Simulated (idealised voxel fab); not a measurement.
Herein follows the process module entitled voxel lift off.
Cross-section cut spans 220 nm and uses square cells 5 nm in size.
Heads up, the way a cross-section reads in here is a grid of square cells, handed over as bands from the top down, with every band being one or more rows of cells. Heights first: top, then bottom, in nm. Then materials, left to right, each with a width in nm. "full width" on a single material: fills the band edge to edge. "air": empty space. Below 0: as-received wafer, all one material; heights counted from there. Lowest band: no bottom, goes on down, written "0 -> down". Width spec "30 to 40" -> top row of cells at first value, bottom row at second value, equal per-row change in between. A step reported as "nothing changed" is a step in which no cell of the cross-section changed. Look at "Voids lacking openings" for the closed voids: empty spaces with no open path to the top, sized 8 cells or up. Each is width x height at distance, distance from the left edge, all nm. Formally, on a step line, whatever follows the settings is a remark that the simulator itself makes on the step. "overlay nm" on a masked step: distance the mask lay right of its planned place, negative for left.
Listed below are the process steps as planned
1 RECEIVE | material Si
2 CONFORMAL_DEP | material SiO2 | thk nm 15
3 PATTERN | tone open | mask id LINES | material resist | width nm 15 | pitch nm 40 | thk nm 25 | overlay nm 0
4 DIRECTIONAL_DEP | material Ru | thk nm 10
5 STRIP | etch materials resist
6 CONFORMAL_DEP | material SiCN | thk nm 10
As received (post step 1): cross-section
0 -> down  Si full width
Voids lacking openings: none
Wafer cross-section at end of module: start and plan as shown above, one execution error
35 -> 25  air: 50  Ru: 35  air: 5  Ru: 35  air: 5  Ru: 35  air: 55
25 -> 15  Ru full width
15 -> 0  SiO2 full width
0 -> down  Si full width
Voids lacking openings: none
Error vs. plan: step 6 did not use the planned setting and instead ran as CONFORMAL_DEP | material Ru | thk nm 10
